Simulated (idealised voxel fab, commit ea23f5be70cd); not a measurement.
process module | voxel ribs on slabs
cross-section cut | 290 nm wide | cells 5 nm
A cross-section is a grid of square cells, given in bands from the top down. A band is one or more rows of cells.
Each band's line starts with the height of the band's top and of its bottom, in nm. Then come its materials from left to right, each with its width in nm. One material with "throughout" fills the band from edge to edge. "air" is empty space.
Height 0 is the level under which the wafer as received is all one material. The lowest band goes on downwards, as in "0 down".
A width such as "30 to 40" changes by the same amount from each row of cells to the next, from the band's top row to its bottom row.
"no change" after a step means that no cell of the cross-section changed.
closed voids: empty space of 8 cells or more with no open way to the top, each as width x height at its distance from the left edge, in nm
after a step's settings: what the simulator itself notes on the step
overlay nm, on a step with a mask: how far to the right of its planned place the mask lay; to the left if negative
plan
1 op RECEIVE | material Si
2 op DIRECTIONAL_DEP | material SiO2 | thk nm 25
3 op DIRECTIONAL_DEP | material SiN | thk nm 15
4 op DIRECTIONAL_DEP | material aC | thk nm 15
5 op PATTERN | tone cover | mask id RIB | material resist | width nm 25 | thk nm 30 | overlay nm 0
6 op DIRECTIONAL_ETCH | etch materials aC | depth nm 15
7 op STRIP | etch materials resist
8 op DIRECTIONAL_ETCH | etch materials SiN | depth nm 10
9 op STRIP | etch materials aC
10 op DIRECTIONAL_DEP | material aC | thk nm 10
11 op PATTERN | tone cover | mask id SLAB | material resist | width nm 85 | thk nm 25 | overlay nm 0
12 op DIRECTIONAL_ETCH | etch materials aC | depth nm 10
13 op STRIP | etch materials resist
14 op DIRECTIONAL_ETCH | etch materials SiN | depth nm 5
15 op STRIP | etch materials aC
16 op FILL_DEP | material SiO2 | thk nm 15
17 op CMP | height nm 50
18 op DIRECTIONAL_DEP | material TiN | thk nm 10
19 op DIRECTIONAL_DEP | material aC | thk nm 15
20 op PATTERN | tone cover | mask id HEATER | material resist | width nm 35 | thk nm 30 | overlay nm 0
21 op DIRECTIONAL_ETCH | etch materials aC | depth nm 15
22 op STRIP | etch materials resist
23 op DIRECTIONAL_ETCH | etch materials TiN | depth nm 10
24 op STRIP | etch materials aC
25 op CONFORMAL_DEP | material SiN | thk nm 10
first wafer, as planned
as received, after step 1
  0 down: Si throughout
  closed voids: none
after step 2
  25 to 0: SiO2 throughout
  below 0: unchanged
after step 3
  40 to 25: SiN throughout
  below 25: unchanged
after step 4
  55 to 40: aC throughout
  below 40: unchanged
after step 5
  85 to 55: air 130 | resist 25 | air 135
  below 55: unchanged
after step 6
  70 to 55: air 130 | resist 25 | air 135
  55 to 40: air 130 | aC 25 | air 135
  below 40: unchanged
after step 7
  55 to 40: air 130 | aC 25 | air 135
  below 40: unchanged
after step 8
  55 to 40: air 130 | aC 25 | air 135
  40 to 30: air 130 | SiN 25 | air 135
  below 30: unchanged
after step 9
  40 to 30: air 130 | SiN 25 | air 135
  below 30: unchanged
after step 10
  50 to 40: air 130 | aC 25 | air 135
  40 to 30: aC 130 | SiN 25 | aC 135
  below 30: unchanged
after step 11
  75 to 50: air 100 | resist 85 | air 105
  50 to 40: air 100 | resist 30 | aC 25 | resist 30 | air 105
  below 40: unchanged
after step 12
  65 to 50: air 100 | resist 85 | air 105
  50 to 40: air 100 | resist 30 | aC 25 | resist 30 | air 105
  40 to 30: air 100 | aC 30 | SiN 25 | aC 30 | air 105
  below 30: unchanged
after step 13
  50 to 40: air 130 | aC 25 | air 135
  below 40: unchanged
after step 14
  50 to 40: air 130 | aC 25 | air 135
  40 to 30: air 100 | aC 30 | SiN 25 | aC 30 | air 105
  30 to 25: air 100 | SiN 85 | air 105
  below 25: unchanged
after step 15
  40 to 30: air 130 | SiN 25 | air 135
  below 30: unchanged
after step 16
  55 to 40: SiO2 throughout
  40 to 30: SiO2 130 | SiN 25 | SiO2 135
  30 to 25: SiO2 100 | SiN 85 | SiO2 105
  below 25: unchanged
after step 17
  50 to 40: SiO2 throughout
  below 40: unchanged
after step 18
  60 to 50: TiN throughout
  below 50: unchanged
after step 19
  75 to 60: aC throughout
  below 60: unchanged
after step 20
  105 to 75: air 125 | resist 35 | air 130
  below 75: unchanged
after step 21
  90 to 75: air 125 | resist 35 | air 130
  75 to 60: air 125 | aC 35 | air 130
  below 60: unchanged
after step 22
  75 to 60: air 125 | aC 35 | air 130
  below 60: unchanged
after step 23
  75 to 60: air 125 | aC 35 | air 130
  60 to 50: air 125 | TiN 35 | air 130
  below 50: unchanged
after step 24
  60 to 50: air 125 | TiN 35 | air 130
  below 50: unchanged
after step 25
  70 to 60: air 115 | SiN 55 | air 120
  60 to 50: SiN 125 | TiN 35 | SiN 130
  below 50: unchanged
second wafer: like start, like plan, one mistake. Through step 1 it matches the first wafer
when step 2 should have ended
  25 to 0: TiN throughout
  below 0: unchanged
when step 3 should have ended
  40 to 25: SiN throughout
  below 25: unchanged
when step 4 should have ended
  55 to 40: aC throughout
  below 40: unchanged
when step 5 should have ended
  85 to 55: air 130 | resist 25 | air 135
  below 55: unchanged
when step 6 should have ended
  70 to 55: air 130 | resist 25 | air 135
  55 to 40: air 130 | aC 25 | air 135
  below 40: unchanged
when step 7 should have ended
  55 to 40: air 130 | aC 25 | air 135
  below 40: unchanged
when step 8 should have ended
  55 to 40: air 130 | aC 25 | air 135
  40 to 30: air 130 | SiN 25 | air 135
  below 30: unchanged
when step 9 should have ended
  40 to 30: air 130 | SiN 25 | air 135
  below 30: unchanged
when step 10 should have ended
  50 to 40: air 130 | aC 25 | air 135
  40 to 30: aC 130 | SiN 25 | aC 135
  below 30: unchanged
when step 11 should have ended
  75 to 50: air 100 | resist 85 | air 105
  50 to 40: air 100 | resist 30 | aC 25 | resist 30 | air 105
  below 40: unchanged
when step 12 should have ended
  65 to 50: air 100 | resist 85 | air 105
  50 to 40: air 100 | resist 30 | aC 25 | resist 30 | air 105
  40 to 30: air 100 | aC 30 | SiN 25 | aC 30 | air 105
  below 30: unchanged
when step 13 should have ended
  50 to 40: air 130 | aC 25 | air 135
  below 40: unchanged
when step 14 should have ended
  50 to 40: air 130 | aC 25 | air 135
  40 to 30: air 100 | aC 30 | SiN 25 | aC 30 | air 105
  30 to 25: air 100 | SiN 85 | air 105
  below 25: unchanged
when step 15 should have ended
  40 to 30: air 130 | SiN 25 | air 135
  below 30: unchanged
when step 16 should have ended
  55 to 40: SiO2 throughout
  40 to 30: SiO2 130 | SiN 25 | SiO2 135
  30 to 25: SiO2 100 | SiN 85 | SiO2 105
  below 25: unchanged
when step 17 should have ended
  50 to 40: SiO2 throughout
  below 40: unchanged
when step 18 should have ended
  60 to 50: TiN throughout
  below 50: unchanged
when step 19 should have ended
  75 to 60: aC throughout
  below 60: unchanged
when step 20 should have ended
  105 to 75: air 125 | resist 35 | air 130
  below 75: unchanged
when step 21 should have ended
  90 to 75: air 125 | resist 35 | air 130
  75 to 60: air 125 | aC 35 | air 130
  below 60: unchanged
when step 22 should have ended
  75 to 60: air 125 | aC 35 | air 130
  below 60: unchanged
when step 23 should have ended
  75 to 60: air 125 | aC 35 | air 130
  60 to 50: air 125 | TiN 35 | air 130
  below 50: unchanged
when step 24 should have ended
  60 to 50: air 125 | TiN 35 | air 130
  below 50: unchanged
when step 25 should have ended
  70 to 60: air 115 | SiN 55 | air 120
  60 to 50: SiN 125 | TiN 35 | SiN 130
  below 50: unchanged
what went wrong: step 2 ran as: op DIRECTIONAL_DEP | material TiN | thk nm 25
at the end the second wafer has, in cells: 290 fewer of SiO2 | 290 more of TiN
